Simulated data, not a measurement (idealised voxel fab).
Presented below is a process module, voxel self aligned contacts.
Pictured: cross-section cut, 185 nm wide, on a grid of 5 nm square cells.
Cross-section, as written here: a square-cell grid given band by band from the top down, where a band holds one or more rows of cells.
Read a band's entry like this: the first values are the height of its top and the height of its bottom in nm, and what follows is the sequence of materials from left to right, each with its width in nm. Note that "blank" is empty space, and that a single material marked "throughout" reaches across the band from edge to edge.
For the purposes of this specification, 0 denotes the height below which the wafer in its as-received condition is composed wholly of one material, and the lowermost band, lacking a lower limit, extends downward without end, as expressed in "0 and below".
The expression "30 to 40" gives the width at the extremes of the band, the first number at its top row of cells and the second at its bottom row, with the width changing by equal amounts from each row to the next in between.
A step reported as "no alteration" is a step in which no cell of the cross-section changed.
Empty spaces without an open route to the top, at least 8 cells in extent, make up the entry "Voids, enclosed"; each is given as width x height at distance, where the distance is measured from the left edge, and all are in nm.
Whatever follows a step's settings on its line is a remark the simulator itself makes about that step.
Steps that use a mask can have "overlay nm" on their line. It says how far the mask sat to the right of where it was meant to be. Negative means to the left.

[Here's what the planned process steps look like]
1) RECEIVE with material Si
2) CONFORMAL_DEP with material SiO2, thk nm 5
3) DIRECTIONAL_DEP with material polySi, thk nm 30
4) DIRECTIONAL_DEP with material SiN, thk nm 20
5) MASKED_ETCH with tone cover, mask id GATE, width nm 25, pitch nm 60, etch materials SiN, depth nm 20, overlay nm 0
6) MASKED_ETCH with tone cover, mask id GATE, width nm 25, pitch nm 60, etch materials polySi, depth nm 30, overlay nm 0
7) CONFORMAL_DEP with material SiN, thk nm 10
8) DIRECTIONAL_ETCH with etch materials SiN, depth nm 10
9) FILL_DEP with material SiO2, thk nm 10
10) CMP with height nm 60
11) DIRECTIONAL_DEP with material aC, thk nm 10
12) PATTERN with tone open, mask id CONTACT, material resist, width nm 45, thk nm 25, overlay nm 0
13) DIRECTIONAL_ETCH with etch materials aC, depth nm 10
14) STRIP with etch materials resist
15) DIRECTIONAL_ETCH with etch materials SiO2, depth nm 60
16) STRIP with etch materials aC
17) CONFORMAL_DEP with material TiN, thk nm 5
18) FILL_DEP with material Ru, thk nm 10
19) CMP with height nm 60
20) CONFORMAL_DEP with material SiCN, thk nm 5

[First of two wafers, processed according to plan]

[Wafer cross-section on receipt, i.e. after step 1]
  0 and below  Si throughout
  Voids, enclosed: none

[The following cross-section depicts the wafer upon completion of step 2]
  5 down to 0  SiO2 throughout
  Under 0: no change, same as before.

[The following cross-section depicts the wafer upon completion of step 3]
  35 down to 5  polySi throughout
  Under 5: no change, same as before.

[The following cross-section depicts the wafer upon completion of step 4]
  55 down to 35  SiN throughout
  Under 35: no change, same as before.

[The following cross-section depicts the wafer upon completion of step 5]
  55 down to 35  blank 50; SiN 25; blank 35; SiN 25; blank 50
  Under 35: no change, same as before.

[The following cross-section depicts the wafer upon completion of step 6]
  55 down to 35  blank 50; SiN 25; blank 35; SiN 25; blank 50
  35 down to 5  blank 50; polySi 25; blank 35; polySi 25; blank 50
  Under 5: no change, same as before.

[The following cross-section depicts the wafer upon completion of step 7]
  65 down to 35  blank 40; SiN 45; blank 15; SiN 45; blank 40
  35 down to 15  blank 40; SiN 10; polySi 25; SiN 10; blank 15; SiN 10; polySi 25; SiN 10; blank 40
  15 down to 5  SiN 50; polySi 25; SiN 35; polySi 25; SiN 50
  Under 5: no change, same as before.

[The following cross-section depicts the wafer upon completion of step 8]
  55 down to 35  blank 40; SiN 45; blank 15; SiN 45; blank 40
  35 down to 5  blank 40; SiN 10; polySi 25; SiN 10; blank 15; SiN 10; polySi 25; SiN 10; blank 40
  Under 5: no change, same as before.

[The following cross-section depicts the wafer upon completion of step 9]
  65 down to 55  SiO2 throughout
  55 down to 35  SiO2 40; SiN 45; SiO2 15; SiN 45; SiO2 40
  35 down to 5  SiO2 40; SiN 10; polySi 25; SiN 10; SiO2 15; SiN 10; polySi 25; SiN 10; SiO2 40
  Under 5: no change, same as before.

[The following cross-section depicts the wafer upon completion of step 10]
  60 down to 55  SiO2 throughout
  Under 55: no change, same as before.

[The following cross-section depicts the wafer upon completion of step 11]
  70 down to 60  aC throughout
  Under 60: no change, same as before.

[The following cross-section depicts the wafer upon completion of step 12]
  95 down to 70  resist 70; blank 45; resist 70
  Under 70: no change, same as before.

[The following cross-section depicts the wafer upon completion of step 13]
  85 down to 70  resist 70; blank 45; resist 70
  70 down to 60  aC 70; blank 45; aC 70
  Under 60: no change, same as before.

[The following cross-section depicts the wafer upon completion of step 14]
  70 down to 60  aC 70; blank 45; aC 70
  Under 60: no change, same as before.

[The following cross-section depicts the wafer upon completion of step 15]
  70 down to 60  aC 70; blank 45; aC 70
  60 down to 55  SiO2 70; blank 45; SiO2 70
  55 down to 35  SiO2 40; SiN 45; blank 15; SiN 45; SiO2 40
  35 down to 5  SiO2 40; SiN 10; polySi 25; SiN 10; blank 15; SiN 10; polySi 25; SiN 10; SiO2 40
  5 down to 0  SiO2 85; blank 15; SiO2 85
  Under 0: no change, same as before.

[The following cross-section depicts the wafer upon completion of step 16]
  60 down to 55  SiO2 70; blank 45; SiO2 70
  Under 55: no change, same as before.

[The following cross-section depicts the wafer upon completion of step 17]
  65 down to 60  TiN 75; blank 35; TiN 75
  60 down to 55  SiO2 70; TiN 20; blank 5; TiN 20; SiO2 70
  55 down to 35  SiO2 40; SiN 45; TiN 5; blank 5; TiN 5; SiN 45; SiO2 40
  35 down to 5  SiO2 40; SiN 10; polySi 25; SiN 10; TiN 5; blank 5; TiN 5; SiN 10; polySi 25; SiN 10; SiO2 40
  5 down to 0  SiO2 85; TiN 15; SiO2 85
  Under 0: no change, same as before.

[The following cross-section depicts the wafer upon completion of step 18]
  75 down to 65  Ru throughout
  65 down to 60  TiN 75; Ru 35; TiN 75
  60 down to 55  SiO2 70; TiN 20; Ru 5; TiN 20; SiO2 70
  55 down to 35  SiO2 40; SiN 45; TiN 5; Ru 5; TiN 5; SiN 45; SiO2 40
  35 down to 5  SiO2 40; SiN 10; polySi 25; SiN 10; TiN 5; Ru 5; TiN 5; SiN 10; polySi 25; SiN 10; SiO2 40
  Under 5: no change, same as before.

[The following cross-section depicts the wafer upon completion of step 19]
  60 down to 55  SiO2 70; TiN 20; Ru 5; TiN 20; SiO2 70
  Under 55: no change, same as before.

[The following cross-section depicts the wafer upon completion of step 20]
  65 down to 60  SiCN throughout
  Under 60: no change, same as before.

[The Second Wafer: Common Origin and Plan, One Mistake in Execution, Identical to the First Through Step 1]

Second wafer, sectioned view, at step 2's planned end time: no alteration

[Second wafer, sectioned view, at step 3's planned end time]
  30 down to 0  polySi throughout
  Under 0: no change, same as before.

[Second wafer, sectioned view, at step 4's planned end time]
  50 down to 30  SiN throughout
  Under 30: no change, same as before.

[Second wafer, sectioned view, at step 5's planned end time]
  50 down to 30  blank 50; SiN 25; blank 35; SiN 25; blank 50
  Under 30: no change, same as before.

[Second wafer, sectioned view, at step 6's planned end time]
  50 down to 30  blank 50; SiN 25; blank 35; SiN 25; blank 50
  30 down to 0  blank 50; polySi 25; blank 35; polySi 25; blank 50
  Under 0: no change, same as before.

[Second wafer, sectioned view, at step 7's planned end time]
  60 down to 30  blank 40; SiN 45; blank 15; SiN 45; blank 40
  30 down to 10  blank 40; SiN 10; polySi 25; SiN 10; blank 15; SiN 10; polySi 25; SiN 10; blank 40
  10 down to 0  SiN 50; polySi 25; SiN 35; polySi 25; SiN 50
  Under 0: no change, same as before.

[Second wafer, sectioned view, at step 8's planned end time]
  50 down to 30  blank 40; SiN 45; blank 15; SiN 45; blank 40
  30 down to 0  blank 40; SiN 10; polySi 25; SiN 10; blank 15; SiN 10; polySi 25; SiN 10; blank 40
  Under 0: no change, same as before.

[Second wafer, sectioned view, at step 9's planned end time]
  60 down to 50  SiO2 throughout
  50 down to 30  SiO2 40; SiN 45; SiO2 15; SiN 45; SiO2 40
  30 down to 0  SiO2 40; SiN 10; polySi 25; SiN 10; SiO2 15; SiN 10; polySi 25; SiN 10; SiO2 40
  Under 0: no change, same as before.

Second wafer, sectioned view, at step 10's planned end time: no alteration

[Second wafer, sectioned view, at step 11's planned end time]
  70 down to 60  aC throughout
  Under 60: no change, same as before.

[Second wafer, sectioned view, at step 12's planned end time]
  95 down to 70  resist 70; blank 45; resist 70
  Under 70: no change, same as before.

[Second wafer, sectioned view, at step 13's planned end time]
  85 down to 70  resist 70; blank 45; resist 70
  70 down to 60  aC 70; blank 45; aC 70
  Under 60: no change, same as before.

[Second wafer, sectioned view, at step 14's planned end time]
  70 down to 60  aC 70; blank 45; aC 70
  Under 60: no change, same as before.

[Second wafer, sectioned view, at step 15's planned end time]
  70 down to 60  aC 70; blank 45; aC 70
  60 down to 50  SiO2 70; blank 45; SiO2 70
  50 down to 30  SiO2 40; SiN 45; blank 15; SiN 45; SiO2 40
  30 down to 0  SiO2 40; SiN 10; polySi 25; SiN 10; blank 15; SiN 10; polySi 25; SiN 10; SiO2 40
  Under 0: no change, same as before.

[Second wafer, sectioned view, at step 16's planned end time]
  60 down to 50  SiO2 70; blank 45; SiO2 70
  Under 50: no change, same as before.

[Second wafer, sectioned view, at step 17's planned end time]
  65 down to 60  TiN 75; blank 35; TiN 75
  60 down to 50  SiO2 70; TiN 5 to 20; blank 35 to 5; TiN 5 to 20; SiO2 70
  50 down to 30  SiO2 40; SiN 45; TiN 5; blank 5; TiN 5; SiN 45; SiO2 40
  30 down to 5  SiO2 40; SiN 10; polySi 25; SiN 10; TiN 5; blank 5; TiN 5; SiN 10; polySi 25; SiN 10; SiO2 40
  5 down to 0  SiO2 40; SiN 10; polySi 25; SiN 10; TiN 15; SiN 10; polySi 25; SiN 10; SiO2 40
  Under 0: no change, same as before.

[Second wafer, sectioned view, at step 18's planned end time]
  75 down to 65  Ru throughout
  65 down to 60  TiN 75; Ru 35; TiN 75
  60 down to 50  SiO2 70; TiN 5 to 20; Ru 35 to 5; TiN 5 to 20; SiO2 70
  50 down to 30  SiO2 40; SiN 45; TiN 5; Ru 5; TiN 5; SiN 45; SiO2 40
  30 down to 5  SiO2 40; SiN 10; polySi 25; SiN 10; TiN 5; Ru 5; TiN 5; SiN 10; polySi 25; SiN 10; SiO2 40
  Under 5: no change, same as before.

[Second wafer, sectioned view, at step 19's planned end time]
  60 down to 50  SiO2 70; TiN 5 to 20; Ru 35 to 5; TiN 5 to 20; SiO2 70
  Under 50: no change, same as before.

[Second wafer, sectioned view, at step 20's planned end time]
  65 down to 60  SiCN throughout
  Under 60: no change, same as before.
The plan and the run diverged here: heads up, step 2 of the plan was skipped and never actually ran
Materials where the second wafer ends with more or fewer cells than the first: Ru: 6 more, SiO2: 6 fewer
